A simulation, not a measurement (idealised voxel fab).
process module | voxel lift off
cross-section cut | 210 nm wide | cells 5 nm
A cross-section is a grid of square cells, given in bands from the top down. A band is one or more rows of cells.
Each band's line starts with the height of the band's top and of its bottom, in nm. Then come its materials from left to right, each with its width in nm. One material with "throughout" fills the band from edge to edge. "air" is empty space.
Height 0 is the level under which the wafer as received is all one material. The lowest band goes on downwards, as in "0 down".
A width such as "30 to 40" changes by the same amount from each row of cells to the next, from the band's top row to its bottom row.
"no change" after a step means that no cell of the cross-section changed.
closed voids: empty space of 8 cells or more with no open way to the top, each as width x height at its distance from the left edge, in nm
after a step's settings: what the simulator itself notes on the step
overlay nm, on a step with a mask: how far to the right of its planned place the mask lay; to the left if negative
plan
1 op RECEIVE | material Si
2 op CONFORMAL_DEP | material Al2O3 | thk nm 15
3 op PATTERN | tone open | mask id LINES | material resist | width nm 30 | pitch nm 50 | thk nm 30 | overlay nm 0
4 op DIRECTIONAL_DEP | material Ru | thk nm 15
5 op STRIP | etch materials resist
6 op CONFORMAL_DEP | material SiO2 | thk nm 10
first wafer, as planned
as received, after step 1
  0 down: Si throughout
  closed voids: none
after step 2
  15 to 0: Al2O3 throughout
  below 0: unchanged
after step 3
  45 to 15: resist 40 | air 30 | resist 20 | air 30 | resist 20 | air 30 | resist 40
  below 15: unchanged
after step 4
  60 to 45: Ru 40 | air 30 | Ru 20 | air 30 | Ru 20 | air 30 | Ru 40
  45 to 30: resist 40 | air 30 | resist 20 | air 30 | resist 20 | air 30 | resist 40
  30 to 15: resist 40 | Ru 30 | resist 20 | Ru 30 | resist 20 | Ru 30 | resist 40
  below 15: unchanged
after step 5
  30 to 15: air 40 | Ru 30 | air 20 | Ru 30 | air 20 | Ru 30 | air 40
  below 15: unchanged
after step 6
  40 to 30: air 30 | SiO2 150 | air 30
  30 to 25: air 30 | SiO2 10 | Ru 30 | SiO2 20 | Ru 30 | SiO2 20 | Ru 30 | SiO2 10 | air 30
  25 to 15: SiO2 40 | Ru 30 | SiO2 20 | Ru 30 | SiO2 20 | Ru 30 | SiO2 40
  below 15: unchanged
second wafer: like start, like plan, one mistake. Through step 2 it matches the first wafer
when step 3 should have ended
  45 to 15: air 40 | resist 30 | air 20 | resist 30 | air 20 | resist 30 | air 40
  below 15: unchanged
when step 4 should have ended
  60 to 45: air 40 | Ru 30 | air 20 | Ru 30 | air 20 | Ru 30 | air 40
  45 to 30: air 40 | resist 30 | air 20 | resist 30 | air 20 | resist 30 | air 40
  30 to 15: Ru 40 | resist 30 | Ru 20 | resist 30 | Ru 20 | resist 30 | Ru 40
  below 15: unchanged
when step 5 should have ended
  30 to 15: Ru 40 | air 30 | Ru 20 | air 30 | Ru 20 | air 30 | Ru 40
  below 15: unchanged
when step 6 should have ended
  40 to 30: SiO2 50 | air 10 | SiO2 40 | air 10 | SiO2 40 | air 10 | SiO2 50
  30 to 25: Ru 40 | SiO2 10 | air 10 | SiO2 10 | Ru 20 | SiO2 10 | air 10 | SiO2 10 | Ru 20 | SiO2 10 | air 10 | SiO2 10 | Ru 40
  25 to 15: Ru 40 | SiO2 30 | Ru 20 | SiO2 30 | Ru 20 | SiO2 30 | Ru 40
  below 15: unchanged
what went wrong: step 3 ran as: op PATTERN | tone cover | mask id LINES | material resist | width nm 30 | pitch nm 50 | thk nm 30 | overlay nm 0
at the end the second wafer has, in cells: 18 more of Ru
